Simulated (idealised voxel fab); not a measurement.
Process module under the name voxel released beams
The cross-section shown here is cut; it is 260 nm wide and divided into square cells measuring 5 nm on a side.
Just so we're on the same page, the cross-sections are grids of square cells, and they're listed out in bands top to bottom, each band one or more rows deep.
Read a band's entry like this: the first values are the height of its top and the height of its bottom in nm, and what follows is the sequence of materials from left to right, each with its width in nm. Note that "air" is empty space, and that a single material marked "full width" reaches across the band from edge to edge.
Where do heights start? At 0: under that level the wafer as delivered is made of one material only. And the lowest band has no floor; it just carries on downward, as in "0 -> down".
Read "30..40" as a graded width: first number on top, second number at the bottom, same change between each pair of neighbouring rows.
For the purposes of this document, the phrase "no alterations made" attached to a step denotes that no cell within the cross-section was modified by that step.
The label "Internal closed voids" introduces a list of the empty spaces, 8 cells or larger, that have no open way up to the top; each entry in it reads width x height at distance, where the distance is taken from the left edge and all three are stated in nm.
Anything after a step's settings on that line? It's the simulator's own note about the step.
"overlay nm" answers the question of how far to the right of plan the mask lay on a step that has a mask, and when it is negative the answer is to the left.
Planned process steps:
1) RECEIVE | material Si
2) CONFORMAL_DEP | material Al2O3 | thk nm 5
3) DIRECTIONAL_DEP | material SiO2 | thk nm 15
4) DIRECTIONAL_DEP | material aC | thk nm 10
5) PATTERN | tone open | mask id ANCHOR | material resist | width nm 45 | thk nm 30 | overlay nm 0
6) DIRECTIONAL_ETCH | etch materials aC | depth nm 10
7) STRIP | etch materials resist
8) DIRECTIONAL_ETCH | etch materials SiO2 | depth nm 15
9) STRIP | etch materials aC
10) CONFORMAL_DEP | material SiN | thk nm 15
11) DIRECTIONAL_DEP | material aC | thk nm 10
12) PATTERN | tone cover | mask id BEAM | material resist | width nm 120 | thk nm 30 | overlay nm 0
13) DIRECTIONAL_ETCH | etch materials aC | depth nm 10
14) STRIP | etch materials resist
15) DIRECTIONAL_ETCH | etch materials SiN | depth nm 15
16) STRIP | etch materials aC
17) STRIP | etch materials SiO2
Wafer at receipt (post step 1), cross-section:
> 0 -> down: Si full width
> Internal closed voids: none
Wafer at module end, in section. Began as above, planned as above, run with one mistake:
> 30 -> 15: air=65, then SiN=20, then air=15, then SiN=85, then air=75
> 15 -> 0: air=70, then SiN=45, then air=145
> 0 -> down: Si full width
> Internal closed voids: none
Deviation noted in wafer processing: execution of step 2 of the plan did not take place, the step having been omitted
